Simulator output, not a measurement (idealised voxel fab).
Herein follows the process module entitled voxel gate over fins.
The figure presents cross-section cut, which has a width of 190 nm and is divided into square cells with an edge length of 5 nm.
A cross-section in this document is a grid of square cells, and it is written down as bands, the top band listed before the ones below it; a band is made up of one or more rows of cells.
Top height, bottom height, nm. Materials left to right, width each, nm. Single material + "all across" = fills band edge to edge. "air" = empty.
Heights are measured from 0, the level below which the as-received wafer is all one material; the lowest band has no bottom and continues downward, written as in "0 and below".
The two numbers in a width such as "30 to 40" mark its ends across the band: the first belongs to the top row of cells, the second to the bottom row, and from each row to the next the width moves by the same amount.
Where the words "changes: none" appear for a step, the cross-section shows no cell changed by that step; every cell remained as before.
If an empty space has no open way to the top and is at least 8 cells in size, "Enclosed cavities" lists it, written width x height at distance, where distance is measured from the left edge and every value is in nm.
Whatever follows a step's settings on its line is a remark the simulator itself makes about that step.
overlay nm: step with mask; distance mask lay right of planned place; negative value = left of planned place.

The process steps that were planned are listed below:
- 1: RECEIVE: material Si
- 2: CONFORMAL_DEP: material SiN, thk nm 10
- 3: PATTERN: tone cover, mask id FINS, material resist, width nm 15, pitch nm 50, thk nm 20, overlay nm 0
- 4: DIRECTIONAL_ETCH: etch materials SiN, depth nm 10
- 5: DIRECTIONAL_ETCH: etch materials Si, depth nm 30
- 6: STRIP: etch materials resist
- 7: FILL_DEP: material SiO2, thk nm 5
- 8: CMP: height nm 10
- 9: PATTERN: tone open, mask id RAIL, material resist, width nm 15, thk nm 15, overlay nm 0
- 10: DIRECTIONAL_ETCH: etch materials SiO2, depth nm 35
- 11: STRIP: etch materials resist
- 12: CONFORMAL_DEP: material TiN, thk nm 5
- 13: FILL_DEP: material Ru, thk nm 5
- 14: CMP: height nm 10
- 15: SELECTIVE_ETCH: etch materials W Ru TiN, depth nm 25
- 16: FILL_DEP: material SiO2, thk nm 5
- 17: CMP: height nm 10
- 18: SELECTIVE_ETCH: etch materials SiO2, depth nm 20
- 19: STRIP: etch materials SiN
- 20: CONFORMAL_DEP: material HfO2, thk nm 5
- 21: CONFORMAL_DEP: material TiN, thk nm 5
- 22: FILL_DEP: material W, thk nm 10
- 23: CMP: height nm 15
- 24: CONFORMAL_DEP: material SiCN, thk nm 10

First of two wafers, with the run carried out as planned:

Incoming wafer, cross-sectional view, post step 1:
- 0 and below: Si all across
- Enclosed cavities: none

The wafer in cross-section once step 2 is complete:
- 10 down to 0: SiN all across
- Heights below 0 show no change.

The wafer in cross-section once step 3 is complete:
- 30 down to 10: air: 60  resist: 15  air: 35  resist: 15  air: 65
- Heights below 10 show no change.

The wafer in cross-section once step 4 is complete:
- 30 down to 10: air: 60  resist: 15  air: 35  resist: 15  air: 65
- 10 down to 0: air: 60  SiN: 15  air: 35  SiN: 15  air: 65
- Heights below 0 show no change.

The wafer in cross-section once step 5 is complete:
- 30 down to 10: air: 60  resist: 15  air: 35  resist: 15  air: 65
- 10 down to 0: air: 60  SiN: 15  air: 35  SiN: 15  air: 65
- 0 down to -30: air: 60  Si: 15  air: 35  Si: 15  air: 65
- Heights below -30 show no change.

The wafer in cross-section once step 6 is complete:
- 10 down to 0: air: 60  SiN: 15  air: 35  SiN: 15  air: 65
- Heights below 0 show no change.

The wafer in cross-section once step 7 is complete:
- 15 down to 10: SiO2 all across
- 10 down to 0: SiO2: 60  SiN: 15  SiO2: 35  SiN: 15  SiO2: 65
- 0 down to -30: SiO2: 60  Si: 15  SiO2: 35  Si: 15  SiO2: 65
- Heights below -30 show no change.

The wafer in cross-section once step 8 is complete:
- 10 down to 0: SiO2: 60  SiN: 15  SiO2: 35  SiN: 15  SiO2: 65
- Heights below 0 show no change.

The wafer in cross-section once step 9 is complete:
- 25 down to 10: resist: 85  air: 15  resist: 90
- Heights below 10 show no change.

The wafer in cross-section once step 10 is complete:
- 25 down to 10: resist: 85  air: 15  resist: 90
- 10 down to 0: SiO2: 60  SiN: 15  SiO2: 10  air: 15  SiO2: 10  SiN: 15  SiO2: 65
- 0 down to -25: SiO2: 60  Si: 15  SiO2: 10  air: 15  SiO2: 10  Si: 15  SiO2: 65
- Heights below -25 show no change.

The wafer in cross-section once step 11 is complete:
- 10 down to 0: SiO2: 60  SiN: 15  SiO2: 10  air: 15  SiO2: 10  SiN: 15  SiO2: 65
- Heights below 0 show no change.

The wafer in cross-section once step 12 is complete:
- 15 down to 10: TiN: 90  air: 5  TiN: 95
- 10 down to 0: SiO2: 60  SiN: 15  SiO2: 10  TiN: 5  air: 5  TiN: 5  SiO2: 10  SiN: 15  SiO2: 65
- 0 down to -20: SiO2: 60  Si: 15  SiO2: 10  TiN: 5  air: 5  TiN: 5  SiO2: 10  Si: 15  SiO2: 65
- -20 down to -25: SiO2: 60  Si: 15  SiO2: 10  TiN: 15  SiO2: 10  Si: 15  SiO2: 65
- Heights below -25 show no change.

The wafer in cross-section once step 13 is complete:
- 20 down to 15: Ru all across
- 15 down to 10: TiN: 90  Ru: 5  TiN: 95
- 10 down to 0: SiO2: 60  SiN: 15  SiO2: 10  TiN: 5  Ru: 5  TiN: 5  SiO2: 10  SiN: 15  SiO2: 65
- 0 down to -20: SiO2: 60  Si: 15  SiO2: 10  TiN: 5  Ru: 5  TiN: 5  SiO2: 10  Si: 15  SiO2: 65
- Heights below -20 show no change.

The wafer in cross-section once step 14 is complete:
- 10 down to 0: SiO2: 60  SiN: 15  SiO2: 10  TiN: 5  Ru: 5  TiN: 5  SiO2: 10  SiN: 15  SiO2: 65
- Heights below 0 show no change.

The wafer in cross-section once step 15 is complete:
- 10 down to 0: SiO2: 60  SiN: 15  SiO2: 10  air: 15  SiO2: 10  SiN: 15  SiO2: 65
- 0 down to -15: SiO2: 60  Si: 15  SiO2: 10  air: 15  SiO2: 10  Si: 15  SiO2: 65
- Heights below -15 show no change.

The wafer in cross-section once step 16 is complete:
- 15 down to 10: SiO2 all across
- 10 down to 0: SiO2: 60  SiN: 15  SiO2: 35  SiN: 15  SiO2: 65
- 0 down to -15: SiO2: 60  Si: 15  SiO2: 35  Si: 15  SiO2: 65
- Heights below -15 show no change.

The wafer in cross-section once step 17 is complete:
- 10 down to 0: SiO2: 60  SiN: 15  SiO2: 35  SiN: 15  SiO2: 65
- Heights below 0 show no change.

The wafer in cross-section once step 18 is complete:
- 10 down to 0: air: 60  SiN: 15  air: 35  SiN: 15  air: 65
- 0 down to -10: air: 60  Si: 15  air: 35  Si: 15  air: 65
- Heights below -10 show no change.

The wafer in cross-section once step 19 is complete:
- 0 down to -10: air: 60  Si: 15  air: 35  Si: 15  air: 65
- Heights below -10 show no change.

The wafer in cross-section once step 20 is complete:
- 5 down to 0: air: 55  HfO2: 25  air: 25  HfO2: 25  air: 60
- 0 down to -5: air: 55  HfO2: 5  Si: 15  HfO2: 5  air: 25  HfO2: 5  Si: 15  HfO2: 5  air: 60
- -5 down to -10: HfO2: 60  Si: 15  HfO2: 35  Si: 15  HfO2: 65
- Heights below -10 show no change.

The wafer in cross-section once step 21 is complete:
- 10 down to 5: air: 50  TiN: 35  air: 15  TiN: 35  air: 55
- 5 down to 0: air: 50  TiN: 5  HfO2: 25  TiN: 5  air: 15  TiN: 5  HfO2: 25  TiN: 5  air: 55
- 0 down to -5: TiN: 55  HfO2: 5  Si: 15  HfO2: 5  TiN: 25  HfO2: 5  Si: 15  HfO2: 5  TiN: 60
- Heights below -5 show no change.

The wafer in cross-section once step 22 is complete:
- 20 down to 10: W all across
- 10 down to 5: W: 50  TiN: 35  W: 15  TiN: 35  W: 55
- 5 down to 0: W: 50  TiN: 5  HfO2: 25  TiN: 5  W: 15  TiN: 5  HfO2: 25  TiN: 5  W: 55
- Heights below 0 show no change.

The wafer in cross-section once step 23 is complete:
- 15 down to 10: W all across
- Heights below 10 show no change.

The wafer in cross-section once step 24 is complete:
- 25 down to 15: SiCN all across
- Heights below 15 show no change.

Regarding the second of the two wafers: it shared the first wafer's starting condition and process plan, yet one error occurred during its execution. Its history coincides with that of the first wafer up to and including step 8:

Second wafer cross-section, taken as of the time the plan sets for step 9 to be done:
- 25 down to 10: resist: 80  air: 25  resist: 85
- Heights below 10 show no change.

Second wafer cross-section, taken as of the time the plan sets for step 10 to be done:
- 25 down to 10: resist: 80  air: 25  resist: 85
- 10 down to 0: SiO2: 60  SiN: 15  SiO2: 5  air: 25  SiO2: 5  SiN: 15  SiO2: 65
- 0 down to -25: SiO2: 60  Si: 15  SiO2: 5  air: 25  SiO2: 5  Si: 15  SiO2: 65
- Heights below -25 show no change.

Second wafer cross-section, taken as of the time the plan sets for step 11 to be done:
- 10 down to 0: SiO2: 60  SiN: 15  SiO2: 5  air: 25  SiO2: 5  SiN: 15  SiO2: 65
- Heights below 0 show no change.

Second wafer cross-section, taken as of the time the plan sets for step 12 to be done:
- 15 down to 10: TiN: 85  air: 15  TiN: 90
- 10 down to 0: SiO2: 60  SiN: 15  SiO2: 5  TiN: 5  air: 15  TiN: 5  SiO2: 5  SiN: 15  SiO2: 65
- 0 down to -20: SiO2: 60  Si: 15  SiO2: 5  TiN: 5  air: 15  TiN: 5  SiO2: 5  Si: 15  SiO2: 65
- -20 down to -25: SiO2: 60  Si: 15  SiO2: 5  TiN: 25  SiO2: 5  Si: 15  SiO2: 65
- Heights below -25 show no change.

Second wafer cross-section, taken as of the time the plan sets for step 13 to be done:
- 20 down to 15: Ru all across
- 15 down to 10: TiN: 85  Ru: 15  TiN: 90
- 10 down to 0: SiO2: 60  SiN: 15  SiO2: 5  TiN: 5  Ru: 15  TiN: 5  SiO2: 5  SiN: 15  SiO2: 65
- 0 down to -20: SiO2: 60  Si: 15  SiO2: 5  TiN: 5  Ru: 15  TiN: 5  SiO2: 5  Si: 15  SiO2: 65
- Heights below -20 show no change.

Second wafer cross-section, taken as of the time the plan sets for step 14 to be done:
- 10 down to 0: SiO2: 60  SiN: 15  SiO2: 5  TiN: 5  Ru: 15  TiN: 5  SiO2: 5  SiN: 15  SiO2: 65
- Heights below 0 show no change.

Second wafer cross-section, taken as of the time the plan sets for step 15 to be done:
- 10 down to 0: SiO2: 60  SiN: 15  SiO2: 5  air: 25  SiO2: 5  SiN: 15  SiO2: 65
- 0 down to -15: SiO2: 60  Si: 15  SiO2: 5  air: 25  SiO2: 5  Si: 15  SiO2: 65
- Heights below -15 show no change.

Second wafer cross-section, taken as of the time the plan sets for step 16 to be done:
- 15 down to 10: SiO2 all across
- 10 down to 0: SiO2: 60  SiN: 15  SiO2: 35  SiN: 15  SiO2: 65
- 0 down to -15: SiO2: 60  Si: 15  SiO2: 35  Si: 15  SiO2: 65
- Heights below -15 show no change.

Second wafer cross-section, taken as of the time the plan sets for step 17 to be done:
- 10 down to 0: SiO2: 60  SiN: 15  SiO2: 35  SiN: 15  SiO2: 65
- Heights below 0 show no change.

Second wafer cross-section, taken as of the time the plan sets for step 18 to be done:
- 10 down to 0: air: 60  SiN: 15  air: 35  SiN: 15  air: 65
- 0 down to -10: air: 60  Si: 15  air: 35  Si: 15  air: 65
- Heights below -10 show no change.

Second wafer cross-section, taken as of the time the plan sets for step 19 to be done:
- 0 down to -10: air: 60  Si: 15  air: 35  Si: 15  air: 65
- Heights below -10 show no change.

Second wafer cross-section, taken as of the time the plan sets for step 20 to be done:
- 5 down to 0: air: 55  HfO2: 25  air: 25  HfO2: 25  air: 60
- 0 down to -5: air: 55  HfO2: 5  Si: 15  HfO2: 5  air: 25  HfO2: 5  Si: 15  HfO2: 5  air: 60
- -5 down to -10: HfO2: 60  Si: 15  HfO2: 35  Si: 15  HfO2: 65
- Heights below -10 show no change.

Second wafer cross-section, taken as of the time the plan sets for step 21 to be done:
- 10 down to 5: air: 50  TiN: 35  air: 15  TiN: 35  air: 55
- 5 down to 0: air: 50  TiN: 5  HfO2: 25  TiN: 5  air: 15  TiN: 5  HfO2: 25  TiN: 5  air: 55
- 0 down to -5: TiN: 55  HfO2: 5  Si: 15  HfO2: 5  TiN: 25  HfO2: 5  Si: 15  HfO2: 5  TiN: 60
- Heights below -5 show no change.

Second wafer cross-section, taken as of the time the plan sets for step 22 to be done:
- 20 down to 10: W all across
- 10 down to 5: W: 50  TiN: 35  W: 15  TiN: 35  W: 55
- 5 down to 0: W: 50  TiN: 5  HfO2: 25  TiN: 5  W: 15  TiN: 5  HfO2: 25  TiN: 5  W: 55
- Heights below 0 show no change.

Second wafer cross-section, taken as of the time the plan sets for step 23 to be done:
- 15 down to 10: W all across
- Heights below 10 show no change.

Second wafer cross-section, taken as of the time the plan sets for step 24 to be done:
- 25 down to 15: SiCN all across
- Heights below 15 show no change.
Nonconformance to the process plan: step 9 ran differently from the plan; actual operation with settings: PATTERN: tone open, mask id RAIL, material resist, width nm 25, thk nm 15, overlay nm 0
The second wafer ends with more or fewer cells of some materials than the first, per final count: +2 Ru | -4 SiO2 | +2 TiN
